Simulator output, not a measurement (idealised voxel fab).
The process module presented herein is designated voxel ribs on slabs.
Section shown: cut. Width: 155 nm. Cell size: 5 nm, square.
Format of a cross-section: grid, square cells. Given as bands. Order: top down. Band: one or more rows of cells. Basically the band line says how high the top is and how high the bottom is, in nm, and then what's in it from left to right, every material with its width in nm. Empty space shows up as "air", and if a single material carries "everywhere" it runs the full band edge to edge. Counting heights begins at 0, where everything beneath is, in the wafer as received, one material. The lowest band has no bottom; it goes on downwards, as "z 0 and below" shows. Read "30 to 40" as a graded width: first number on top, second number at the bottom, same change between each pair of neighbouring rows. Reading "everything unchanged" for a step: not a cell of the cross-section changed in it. Reported under the label "Enclosed voids" are the empty spaces having no open way to the top and comprising 8 cells or more; the notation for each is width x height at distance, in which the distance is measured from the left edge and all three values are in nm. Note: text after step settings on the step line = simulator remark on that step. overlay nm: for a step with a mask, the amount by which the mask lay right of where it was planned; a negative amount means left of it.
Intended process steps:
1. op RECEIVE | material Si
2. op DIRECTIONAL_DEP | material SiO2 | thk nm 20
3. op DIRECTIONAL_DEP | material polySi | thk nm 20
4. op PATTERN | tone cover | mask id RIB | material resist | width nm 15 | thk nm 15 | overlay nm 0
5. op DIRECTIONAL_ETCH | etch materials polySi | depth nm 5
6. op STRIP | etch materials resist
7. op MASKED_ETCH | tone cover | mask id SLAB | width nm 75 | etch materials polySi | depth nm 15 | overlay nm 0
8. op FILL_DEP | material SiO2 | thk nm 30
9. op CMP | height nm 60
10. op DIRECTIONAL_DEP | material W | thk nm 5
11. op DIRECTIONAL_DEP | material aC | thk nm 15
12. op PATTERN | tone cover | mask id HEATER | material resist | width nm 25 | thk nm 35 | overlay nm 0
13. op DIRECTIONAL_ETCH | etch materials aC | depth nm 15
14. op STRIP | etch materials resist
15. op DIRECTIONAL_ETCH | etch materials W | depth nm 5
16. op STRIP | etch materials aC
17. op CONFORMAL_DEP | material SiN | thk nm 10
Account of the first of two wafers, which was processed as intended:
So this is the incoming wafer in cross-section - it's already been through step 1:
    z 0 and below: Si everywhere
    Enclosed voids: none
Presented here is a cross-section of the wafer after step 2 has been performed:
    z 20 to 0: SiO2 everywhere
    Under 0: no change, same as before.
Presented here is a cross-section of the wafer after step 3 has been performed:
    z 40 to 20: polySi everywhere
    Under 20: no change, same as before.
Presented here is a cross-section of the wafer after step 4 has been performed:
    z 55 to 40: 70 of air; 15 of resist; 70 of air
    Under 40: no change, same as before.
Presented here is a cross-section of the wafer after step 5 has been performed:
    z 55 to 40: 70 of air; 15 of resist; 70 of air
    z 40 to 35: 70 of air; 15 of polySi; 70 of air
    Under 35: no change, same as before.
Presented here is a cross-section of the wafer after step 6 has been performed:
    z 40 to 35: 70 of air; 15 of polySi; 70 of air
    Under 35: no change, same as before.
Presented here is a cross-section of the wafer after step 7 has been performed:
    z 40 to 35: 70 of air; 15 of polySi; 70 of air
    z 35 to 20: 40 of air; 75 of polySi; 40 of air
    Under 20: no change, same as before.
Presented here is a cross-section of the wafer after step 8 has been performed:
    z 70 to 40: SiO2 everywhere
    z 40 to 35: 70 of SiO2; 15 of polySi; 70 of SiO2
    z 35 to 20: 40 of SiO2; 75 of polySi; 40 of SiO2
    Under 20: no change, same as before.
Presented here is a cross-section of the wafer after step 9 has been performed:
    z 60 to 40: SiO2 everywhere
    Under 40: no change, same as before.
Presented here is a cross-section of the wafer after step 10 has been performed:
    z 65 to 60: W everywhere
    Under 60: no change, same as before.
Presented here is a cross-section of the wafer after step 11 has been performed:
    z 80 to 65: aC everywhere
    Under 65: no change, same as before.
Presented here is a cross-section of the wafer after step 12 has been performed:
    z 115 to 80: 65 of air; 25 of resist; 65 of air
    Under 80: no change, same as before.
Presented here is a cross-section of the wafer after step 13 has been performed:
    z 100 to 80: 65 of air; 25 of resist; 65 of air
    z 80 to 65: 65 of air; 25 of aC; 65 of air
    Under 65: no change, same as before.
Presented here is a cross-section of the wafer after step 14 has been performed:
    z 80 to 65: 65 of air; 25 of aC; 65 of air
    Under 65: no change, same as before.
Presented here is a cross-section of the wafer after step 15 has been performed:
    z 80 to 65: 65 of air; 25 of aC; 65 of air
    z 65 to 60: 65 of air; 25 of W; 65 of air
    Under 60: no change, same as before.
Presented here is a cross-section of the wafer after step 16 has been performed:
    z 65 to 60: 65 of air; 25 of W; 65 of air
    Under 60: no change, same as before.
Presented here is a cross-section of the wafer after step 17 has been performed:
    z 75 to 70: 55 of air; 45 of SiN; 55 of air
    z 70 to 65: SiN everywhere
    z 65 to 60: 65 of SiN; 25 of W; 65 of SiN
    Under 60: no change, same as before.
Wafer two of two - same starting point, same process plan, one mistake in execution; matches wafer one up to and including step 2:
Second wafer, section view, time point: scheduled end of step 3:
    z 60 to 20: polySi everywhere
    Under 20: no change, same as before.
Second wafer, section view, time point: scheduled end of step 4:
    z 75 to 60: 70 of air; 15 of resist; 70 of air
    Under 60: no change, same as before.
Second wafer, section view, time point: scheduled end of step 5:
    z 75 to 60: 70 of air; 15 of resist; 70 of air
    z 60 to 55: 70 of air; 15 of polySi; 70 of air
    Under 55: no change, same as before.
Second wafer, section view, time point: scheduled end of step 6:
    z 60 to 55: 70 of air; 15 of polySi; 70 of air
    Under 55: no change, same as before.
Second wafer, section view, time point: scheduled end of step 7:
    z 60 to 55: 70 of air; 15 of polySi; 70 of air
    z 55 to 40: 40 of air; 75 of polySi; 40 of air
    Under 40: no change, same as before.
Second wafer, section view, time point: scheduled end of step 8:
    z 90 to 60: SiO2 everywhere
    z 60 to 55: 70 of SiO2; 15 of polySi; 70 of SiO2
    z 55 to 40: 40 of SiO2; 75 of polySi; 40 of SiO2
    Under 40: no change, same as before.
Second wafer, section view, time point: scheduled end of step 9:
    z 60 to 55: 70 of SiO2; 15 of polySi; 70 of SiO2
    Under 55: no change, same as before.
Second wafer, section view, time point: scheduled end of step 10:
    z 65 to 60: W everywhere
    Under 60: no change, same as before.
Second wafer, section view, time point: scheduled end of step 11:
    z 80 to 65: aC everywhere
    Under 65: no change, same as before.
Second wafer, section view, time point: scheduled end of step 12:
    z 115 to 80: 65 of air; 25 of resist; 65 of air
    Under 80: no change, same as before.
Second wafer, section view, time point: scheduled end of step 13:
    z 100 to 80: 65 of air; 25 of resist; 65 of air
    z 80 to 65: 65 of air; 25 of aC; 65 of air
    Under 65: no change, same as before.
Second wafer, section view, time point: scheduled end of step 14:
    z 80 to 65: 65 of air; 25 of aC; 65 of air
    Under 65: no change, same as before.
Second wafer, section view, time point: scheduled end of step 15:
    z 80 to 65: 65 of air; 25 of aC; 65 of air
    z 65 to 60: 65 of air; 25 of W; 65 of air
    Under 60: no change, same as before.
Second wafer, section view, time point: scheduled end of step 16:
    z 65 to 60: 65 of air; 25 of W; 65 of air
    Under 60: no change, same as before.
Second wafer, section view, time point: scheduled end of step 17:
    z 75 to 70: 55 of air; 45 of SiN; 55 of air
    z 70 to 65: SiN everywhere
    z 65 to 60: 65 of SiN; 25 of W; 65 of SiN
    Under 60: no change, same as before.
Plan not followed: step 3 of the plan saw execution twice
The second wafer ends with more or fewer cells of some materials than the first, per final count: 124 fewer of SiO2; 124 more of polySi
